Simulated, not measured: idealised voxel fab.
process module | voxel transistor to metal
cross-section cut | 290 nm wide | cells 5 nm
A cross-section is a grid of square cells, given in bands from the top down. A band is one or more rows of cells.
Each band's line starts with the height of the band's top and of its bottom, in nm. Then come its materials from left to right, each with its width in nm. One material with "throughout" fills the band from edge to edge. "air" is empty space.
Height 0 is the level under which the wafer as received is all one material. The lowest band goes on downwards, as in "0 down".
A width such as "30 to 40" changes by the same amount from each row of cells to the next, from the band's top row to its bottom row.
"no change" after a step means that no cell of the cross-section changed.
closed voids: empty space of 8 cells or more with no open way to the top, each as width x height at its distance from the left edge, in nm
after a step's settings: what the simulator itself notes on the step
overlay nm, on a step with a mask: how far to the right of its planned place the mask lay; to the left if negative
plan
1 op RECEIVE | material Si
2 op OXIDIZE | depth nm 5
3 op CONFORMAL_DEP | material SiN | thk nm 15
4 op DIRECTIONAL_DEP | material aC | thk nm 10
5 op PATTERN | tone cover | mask id ACTIVE | material resist | width nm 115 | pitch nm 145 | thk nm 25 | overlay nm 0
6 op DIRECTIONAL_ETCH | etch materials aC | depth nm 10
7 op STRIP | etch materials resist
8 op DIRECTIONAL_ETCH | etch materials SiN | depth nm 15
9 op DIRECTIONAL_ETCH | etch materials SiO2 | depth nm 5
10 op DIRECTIONAL_ETCH | etch materials Si | depth nm 35
11 op STRIP | etch materials aC
12 op FILL_DEP | material SiO2 | thk nm 15
13 op CMP | height nm 15
14 op SELECTIVE_ETCH | etch materials SiO2 | depth nm 10
15 op STRIP | etch materials SiN
16 op SELECTIVE_ETCH | etch materials SiO2 | depth nm 5
17 op OXIDIZE | depth nm 5
18 op DIRECTIONAL_DEP | material polySi | thk nm 20
19 op DIRECTIONAL_DEP | material SiCN | thk nm 10
20 op DIRECTIONAL_DEP | material aC | thk nm 15
21 op PATTERN | tone cover | mask id GATE | material resist | width nm 35 | pitch nm 145 | thk nm 30 | overlay nm 0
22 op DIRECTIONAL_ETCH | etch materials aC | depth nm 15
23 op STRIP | etch materials resist
24 op DIRECTIONAL_ETCH | etch materials SiCN | depth nm 20
25 op DIRECTIONAL_ETCH | etch materials polySi | depth nm 30
26 op STRIP | etch materials aC
27 op CONFORMAL_DEP | material SiO2 | thk nm 5
28 op DIRECTIONAL_ETCH | etch materials SiO2 | depth nm 5
29 op CONFORMAL_DEP | material SiN | thk nm 5
30 op DIRECTIONAL_ETCH | etch materials SiN | depth nm 5
31 op DIRECTIONAL_ETCH | etch materials SiO2 | depth nm 5
32 op DIRECTIONAL_ETCH | etch materials Si | depth nm 10
33 op EPI | material SiGe | thk nm 10
34 op FILL_DEP | material SiO2 | thk nm 10
35 op CMP | height nm 15
36 op STRIP | etch materials polySi
37 op SELECTIVE_ETCH | etch materials SiO2 | depth nm 5
38 op CONFORMAL_DEP | material HfO2 | thk nm 5
39 op CONFORMAL_DEP | material TiN | thk nm 5
40 op FILL_DEP | material W | thk nm 5
41 op CMP | height nm 10
42 op DIRECTIONAL_DEP | material SiO2 | thk nm 10
43 op PATTERN | tone open | mask id CONTACT | material resist | width nm 20 | thk nm 20 | overlay nm 0
44 op DIRECTIONAL_ETCH | etch materials SiO2 | depth nm 30
45 op STRIP | etch materials resist
46 op CONFORMAL_DEP | material TiN | thk nm 5
47 op FILL_DEP | material Ru | thk nm 10
48 op CMP | height nm 20
49 op DIRECTIONAL_DEP | material TiN | thk nm 5
50 op DIRECTIONAL_DEP | material W | thk nm 25
51 op PATTERN | tone cover | mask id METAL_1 | material resist | width nm 20 | thk nm 15 | overlay nm 0
52 op DIRECTIONAL_ETCH | etch materials W | depth nm 25
53 op DIRECTIONAL_ETCH | etch materials TiN | depth nm 5
54 op STRIP | etch materials resist
55 op FILL_DEP | material lowk | thk nm 10
56 op CMP | height nm 50
57 op CONFORMAL_DEP | material SiCN | thk nm 5
58 op DIRECTIONAL_DEP | material SiO2 | thk nm 30
59 op MASKED_ETCH | tone open | mask id METAL_2 | width nm 20 | pitch nm 145 | etch materials SiO2 | depth nm 15 | overlay nm 0
60 op MASKED_ETCH | tone open | mask id METAL_2_HOLES | width nm 15 | pitch nm 145 | etch materials SiO2 | depth nm 15 | overlay nm 0
61 op MASKED_ETCH | tone open | mask id METAL_2_HOLES | width nm 15 | pitch nm 145 | etch materials SiCN | depth nm 5 | overlay nm 0
62 op CONFORMAL_DEP | material TiN | thk nm 5
63 op FILL_DEP | material Cu | thk nm 10
64 op CMP | height nm 85
65 op CONFORMAL_DEP | material SiN | thk nm 5
as received, after step 1
  0 down: Si throughout
  closed voids: none
first wafer at the end, as planned
  90 to 85: SiN throughout
  85 to 75: SiO2 20 | TiN 5 | Cu 10 | TiN 5 | SiO2 125 | TiN 5 | Cu 10 | TiN 5 | SiO2 105
  75 to 70: SiO2 20 | TiN 5 | Cu 5 | TiN 10 | SiO2 125 | TiN 5 | Cu 5 | TiN 10 | SiO2 105
  70 to 55: SiO2 20 | TiN 5 | Cu 5 | TiN 5 | SiO2 130 | TiN 5 | Cu 5 | TiN 5 | SiO2 110
  55 to 50: SiCN 20 | TiN 15 | SiCN 130 | TiN 15 | SiCN 110
  50 to 25: lowk 20 | W 20 | lowk 65 | W 20 | lowk 40 | W 20 | lowk 65 | W 20 | lowk 20
  25 to 20: lowk 20 | TiN 20 | lowk 65 | TiN 20 | lowk 40 | TiN 20 | lowk 65 | TiN 20 | lowk 20
  20 to 10: SiO2 20 | TiN 5 | Ru 10 | TiN 5 | SiO2 65 | TiN 5 | Ru 10 | TiN 5 | SiO2 40 | TiN 5 | Ru 10 | TiN 5 | SiO2 65 | TiN 5 | Ru 10 | TiN 5 | SiO2 20
  10 to 5: SiO2 20 | TiN 5 | Ru 10 | TiN 5 | SiO2 5 | SiN 5 | HfO2 5 | TiN 5 | W 25 | TiN 5 | HfO2 5 | SiN 5 | SiO2 5 | TiN 5 | Ru 10 | TiN 5 | SiO2 40 | TiN 5 | Ru 10 | TiN 5 | SiO2 5 | SiN 5 | HfO2 5 | TiN 5 | W 25 | TiN 5 | HfO2 5 | SiN 5 | SiO2 5 | TiN 5 | Ru 10 | TiN 5 | SiO2 20
  5 to 0: SiO2 20 | TiN 20 | SiO2 5 | SiN 5 | HfO2 5 | TiN 5 | W 25 | TiN 5 | HfO2 5 | SiN 5 | SiO2 5 | TiN 20 | SiO2 40 | TiN 20 | SiO2 5 | SiN 5 | HfO2 5 | TiN 5 | W 25 | TiN 5 | HfO2 5 | SiN 5 | SiO2 5 | TiN 20 | SiO2 20
  0 to -5: SiO2 15 | SiN 5 | SiGe 10 | TiN 5 | SiGe 10 | SiN 5 | HfO2 5 | TiN 35 | HfO2 5 | SiN 5 | SiGe 10 | TiN 5 | SiGe 10 | SiN 5 | SiO2 30 | SiN 5 | SiGe 10 | TiN 5 | SiGe 10 | SiN 5 | HfO2 5 | TiN 35 | HfO2 5 | SiN 5 | SiGe 10 | TiN 5 | SiGe 10 | SiN 5 | SiO2 15
  -5 to -10: SiO2 20 | SiGe 10 | TiN 5 | SiGe 10 | SiO2 5 | HfO2 45 | SiO2 5 | SiGe 10 | TiN 5 | SiGe 10 | SiO2 40 | SiGe 10 | TiN 5 | SiGe 10 | SiO2 5 | HfO2 45 | SiO2 5 | SiGe 10 | TiN 5 | SiGe 10 | SiO2 20
  -10 to -20: SiO2 15 | Si 5 | SiGe 25 | Si 55 | SiGe 25 | Si 5 | SiO2 30 | Si 5 | SiGe 25 | Si 55 | SiGe 25 | Si 5 | SiO2 15
  -20 to -40: SiO2 15 | Si 115 | SiO2 30 | Si 115 | SiO2 15
  -40 down: Si throughout
  closed voids: none
second wafer at the end: like start, like plan, one mistake
  90 to 85: SiN throughout
  85 to 80: Cu throughout
  80 to 75: TiN 25 | Cu 10 | TiN 135 | Cu 10 | TiN 110
  75 to 65: SiO2 20 | TiN 5 | Cu 10 | TiN 5 | SiO2 125 | TiN 5 | Cu 10 | TiN 5 | SiO2 105
  65 to 60: SiO2 20 | TiN 5 | Cu 5 | TiN 10 | SiO2 125 | TiN 5 | Cu 5 | TiN 10 | SiO2 105
  60 to 45: SiO2 20 | TiN 5 | Cu 5 | TiN 5 | SiO2 130 | TiN 5 | Cu 5 | TiN 5 | SiO2 110
  45 to 40: SiCN 20 | TiN 15 | SiCN 130 | TiN 15 | SiCN 110
  40 to 25: lowk 20 | W 20 | lowk 65 | W 20 | lowk 40 | W 20 | lowk 65 | W 20 | lowk 20
  25 to 20: lowk 20 | TiN 20 | lowk 65 | TiN 20 | lowk 40 | TiN 20 | lowk 65 | TiN 20 | lowk 20
  20 to 10: SiO2 20 | TiN 5 | Ru 10 | TiN 5 | SiO2 65 | TiN 5 | Ru 10 | TiN 5 | SiO2 40 | TiN 5 | Ru 10 | TiN 5 | SiO2 65 | TiN 5 | Ru 10 | TiN 5 | SiO2 20
  10 to 5: SiO2 20 | TiN 5 | Ru 10 | TiN 5 | SiO2 5 | SiN 5 | HfO2 5 | TiN 5 | W 25 | TiN 5 | HfO2 5 | SiN 5 | SiO2 5 | TiN 5 | Ru 10 | TiN 5 | SiO2 40 | TiN 5 | Ru 10 | TiN 5 | SiO2 5 | SiN 5 | HfO2 5 | TiN 5 | W 25 | TiN 5 | HfO2 5 | SiN 5 | SiO2 5 | TiN 5 | Ru 10 | TiN 5 | SiO2 20
  5 to 0: SiO2 20 | TiN 20 | SiO2 5 | SiN 5 | HfO2 5 | TiN 5 | W 25 | TiN 5 | HfO2 5 | SiN 5 | SiO2 5 | TiN 20 | SiO2 40 | TiN 20 | SiO2 5 | SiN 5 | HfO2 5 | TiN 5 | W 25 | TiN 5 | HfO2 5 | SiN 5 | SiO2 5 | TiN 20 | SiO2 20
  0 to -5: SiO2 15 | SiN 5 | SiGe 10 | TiN 5 | SiGe 10 | SiN 5 | HfO2 5 | TiN 35 | HfO2 5 | SiN 5 | SiGe 10 | TiN 5 | SiGe 10 | SiN 5 | SiO2 30 | SiN 5 | SiGe 10 | TiN 5 | SiGe 10 | SiN 5 | HfO2 5 | TiN 35 | HfO2 5 | SiN 5 | SiGe 10 | TiN 5 | SiGe 10 | SiN 5 | SiO2 15
  -5 to -10: SiO2 20 | SiGe 10 | TiN 5 | SiGe 10 | SiO2 5 | HfO2 45 | SiO2 5 | SiGe 10 | TiN 5 | SiGe 10 | SiO2 40 | SiGe 10 | TiN 5 | SiGe 10 | SiO2 5 | HfO2 45 | SiO2 5 | SiGe 10 | TiN 5 | SiGe 10 | SiO2 20
  -10 to -20: SiO2 15 | Si 5 | SiGe 25 | Si 55 | SiGe 25 | Si 5 | SiO2 30 | Si 5 | SiGe 25 | Si 55 | SiGe 25 | Si 5 | SiO2 15
  -20 to -40: SiO2 15 | Si 115 | SiO2 30 | Si 115 | SiO2 15
  -40 down: Si throughout
  closed voids: none
what went wrong: step 56 ran as: op CMP | height nm 40
at the end the second wafer has, in cells: 62 more of Cu | 54 more of TiN | 32 fewer of W | 84 fewer of lowk
